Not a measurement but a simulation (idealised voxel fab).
process module | voxel self aligned vias
cross-section cut | 205 nm wide | cells 5 nm
A cross-section is a grid of square cells, given in bands from the top down. A band is one or more rows of cells.
Each band's line starts with the height of the band's top and of its bottom, in nm. Then come its materials from left to right, each with its width in nm. One material with "throughout" fills the band from edge to edge. "air" is empty space.
Height 0 is the level under which the wafer as received is all one material. The lowest band goes on downwards, as in "0 down".
A width such as "30 to 40" changes by the same amount from each row of cells to the next, from the band's top row to its bottom row.
"no change" after a step means that no cell of the cross-section changed.
closed voids: empty space of 8 cells or more with no open way to the top, each as width x height at its distance from the left edge, in nm
after a step's settings: what the simulator itself notes on the step
overlay nm, on a step with a mask: how far to the right of its planned place the mask lay; to the left if negative
plan
1 op RECEIVE | material Si
2 op CONFORMAL_DEP | material SiO2 | thk nm 10
3 op CONFORMAL_DEP | material SiCN | thk nm 5
4 op DIRECTIONAL_DEP | material lowk | thk nm 30
5 op MASKED_ETCH | tone open | mask id LINES | width nm 20 | pitch nm 65 | etch materials lowk | depth nm 30 | overlay nm 0
6 op CONFORMAL_DEP | material TiN | thk nm 5
7 op FILL_DEP | material W | thk nm 5
8 op CMP | height nm 45
9 op SELECTIVE_ETCH | etch materials W Ru TiN | depth nm 5
10 op FILL_DEP | material SiN | thk nm 5
11 op CMP | height nm 45
12 op DIRECTIONAL_DEP | material lowk | thk nm 15
13 op PATTERN | tone open | mask id VIAS | material resist | width nm 40 | pitch nm 65 | thk nm 20 | overlay nm 0
14 op DIRECTIONAL_ETCH | etch materials lowk | depth nm 15
15 op DIRECTIONAL_ETCH | etch materials SiN | depth nm 5
16 op STRIP | etch materials resist
17 op CONFORMAL_DEP | material TiN | thk nm 5
18 op FILL_DEP | material Cu | thk nm 10
19 op CMP | height nm 60
20 op CONFORMAL_DEP | material SiCN | thk nm 5
first wafer, as planned
as received, after step 1
  0 down: Si throughout
  closed voids: none
after step 2
  10 to 0: SiO2 throughout
  below 0: unchanged
after step 3
  15 to 10: SiCN throughout
  below 10: unchanged
after step 4
  45 to 15: lowk throughout
  below 15: unchanged
after step 5
  45 to 15: lowk 25 | air 20 | lowk 45 | air 20 | lowk 45 | air 20 | lowk 30
  below 15: unchanged
after step 6
  50 to 45: TiN 30 | air 10 | TiN 55 | air 10 | TiN 55 | air 10 | TiN 35
  45 to 20: lowk 25 | TiN 5 | air 10 | TiN 5 | lowk 45 | TiN 5 | air 10 | TiN 5 | lowk 45 | TiN 5 | air 10 | TiN 5 | lowk 30
  20 to 15: lowk 25 | TiN 20 | lowk 45 | TiN 20 | lowk 45 | TiN 20 | lowk 30
  below 15: unchanged
after step 7
  55 to 50: W throughout
  50 to 45: TiN 30 | W 10 | TiN 55 | W 10 | TiN 55 | W 10 | TiN 35
  45 to 20: lowk 25 | TiN 5 | W 10 | TiN 5 | lowk 45 | TiN 5 | W 10 | TiN 5 | lowk 45 | TiN 5 | W 10 | TiN 5 | lowk 30
  below 20: unchanged
after step 8
  45 to 20: lowk 25 | TiN 5 | W 10 | TiN 5 | lowk 45 | TiN 5 | W 10 | TiN 5 | lowk 45 | TiN 5 | W 10 | TiN 5 | lowk 30
  below 20: unchanged
after step 9
  45 to 40: lowk 25 | air 20 | lowk 45 | air 20 | lowk 45 | air 20 | lowk 30
  below 40: unchanged
after step 10
  50 to 45: SiN throughout
  45 to 40: lowk 25 | SiN 20 | lowk 45 | SiN 20 | lowk 45 | SiN 20 | lowk 30
  below 40: unchanged
after step 11
  45 to 40: lowk 25 | SiN 20 | lowk 45 | SiN 20 | lowk 45 | SiN 20 | lowk 30
  below 40: unchanged
after step 12
  60 to 45: lowk throughout
  below 45: unchanged
after step 13
  80 to 60: resist 15 | air 40 | resist 25 | air 40 | resist 25 | air 40 | resist 20
  below 60: unchanged
after step 14
  80 to 60: resist 15 | air 40 | resist 25 | air 40 | resist 25 | air 40 | resist 20
  60 to 45: lowk 15 | air 40 | lowk 25 | air 40 | lowk 25 | air 40 | lowk 20
  below 45: unchanged
after step 15
  80 to 60: resist 15 | air 40 | resist 25 | air 40 | resist 25 | air 40 | resist 20
  60 to 45: lowk 15 | air 40 | lowk 25 | air 40 | lowk 25 | air 40 | lowk 20
  45 to 40: lowk 25 | air 20 | lowk 45 | air 20 | lowk 45 | air 20 | lowk 30
  below 40: unchanged
after step 16
  60 to 45: lowk 15 | air 40 | lowk 25 | air 40 | lowk 25 | air 40 | lowk 20
  below 45: unchanged
after step 17
  65 to 60: TiN 20 | air 30 | TiN 35 | air 30 | TiN 35 | air 30 | TiN 25
  60 to 50: lowk 15 | TiN 5 | air 30 | TiN 5 | lowk 25 | TiN 5 | air 30 | TiN 5 | lowk 25 | TiN 5 | air 30 | TiN 5 | lowk 20
  50 to 45: lowk 15 | TiN 15 | air 10 | TiN 15 | lowk 25 | TiN 15 | air 10 | TiN 15 | lowk 25 | TiN 15 | air 10 | TiN 15 | lowk 20
  45 to 40: lowk 25 | TiN 20 | lowk 45 | TiN 20 | lowk 45 | TiN 20 | lowk 30
  below 40: unchanged
after step 18
  75 to 65: Cu throughout
  65 to 60: TiN 20 | Cu 30 | TiN 35 | Cu 30 | TiN 35 | Cu 30 | TiN 25
  60 to 50: lowk 15 | TiN 5 | Cu 30 | TiN 5 | lowk 25 | TiN 5 | Cu 30 | TiN 5 | lowk 25 | TiN 5 | Cu 30 | TiN 5 | lowk 20
  50 to 45: lowk 15 | TiN 15 | Cu 10 | TiN 15 | lowk 25 | TiN 15 | Cu 10 | TiN 15 | lowk 25 | TiN 15 | Cu 10 | TiN 15 | lowk 20
  below 45: unchanged
after step 19
  60 to 50: lowk 15 | TiN 5 | Cu 30 | TiN 5 | lowk 25 | TiN 5 | Cu 30 | TiN 5 | lowk 25 | TiN 5 | Cu 30 | TiN 5 | lowk 20
  below 50: unchanged
after step 20
  65 to 60: SiCN throughout
  below 60: unchanged
second wafer: like start, like plan, one mistake. Through step 2 it matches the first wafer
when step 3 should have ended
  40 to 10: lowk throughout
  below 10: unchanged
when step 4 should have ended
  45 to 40: SiCN throughout
  below 40: unchanged
when step 5 should have ended: no change
when step 6 should have ended
  50 to 45: TiN throughout
  below 45: unchanged
when step 7 should have ended
  55 to 50: W throughout
  below 50: unchanged
when step 8 should have ended
  45 to 40: SiCN throughout
  below 40: unchanged
when step 9 should have ended: no change
when step 10 should have ended
  50 to 45: SiN throughout
  below 45: unchanged
when step 11 should have ended
  45 to 40: SiCN throughout
  below 40: unchanged
when step 12 should have ended
  60 to 45: lowk throughout
  below 45: unchanged
when step 13 should have ended
  80 to 60: resist 15 | air 40 | resist 25 | air 40 | resist 25 | air 40 | resist 20
  below 60: unchanged
when step 14 should have ended
  80 to 60: resist 15 | air 40 | resist 25 | air 40 | resist 25 | air 40 | resist 20
  60 to 45: lowk 15 | air 40 | lowk 25 | air 40 | lowk 25 | air 40 | lowk 20
  below 45: unchanged
when step 15 should have ended: no change
when step 16 should have ended
  60 to 45: lowk 15 | air 40 | lowk 25 | air 40 | lowk 25 | air 40 | lowk 20
  below 45: unchanged
when step 17 should have ended
  65 to 60: TiN 20 | air 30 | TiN 35 | air 30 | TiN 35 | air 30 | TiN 25
  60 to 50: lowk 15 | TiN 5 | air 30 | TiN 5 | lowk 25 | TiN 5 | air 30 | TiN 5 | lowk 25 | TiN 5 | air 30 | TiN 5 | lowk 20
  50 to 45: lowk 15 | TiN 40 | lowk 25 | TiN 40 | lowk 25 | TiN 40 | lowk 20
  below 45: unchanged
when step 18 should have ended
  75 to 65: Cu throughout
  65 to 60: TiN 20 | Cu 30 | TiN 35 | Cu 30 | TiN 35 | Cu 30 | TiN 25
  60 to 50: lowk 15 | TiN 5 | Cu 30 | TiN 5 | lowk 25 | TiN 5 | Cu 30 | TiN 5 | lowk 25 | TiN 5 | Cu 30 | TiN 5 | lowk 20
  below 50: unchanged
when step 19 should have ended
  60 to 50: lowk 15 | TiN 5 | Cu 30 | TiN 5 | lowk 25 | TiN 5 | Cu 30 | TiN 5 | lowk 25 | TiN 5 | Cu 30 | TiN 5 | lowk 20
  below 50: unchanged
when step 20 should have ended
  65 to 60: SiCN throughout
  below 60: unchanged
what went wrong: steps 3 and 4 were swapped
at the end the second wafer has, in cells: 6 fewer of Cu | 42 fewer of TiN | 24 fewer of W | 72 more of lowk
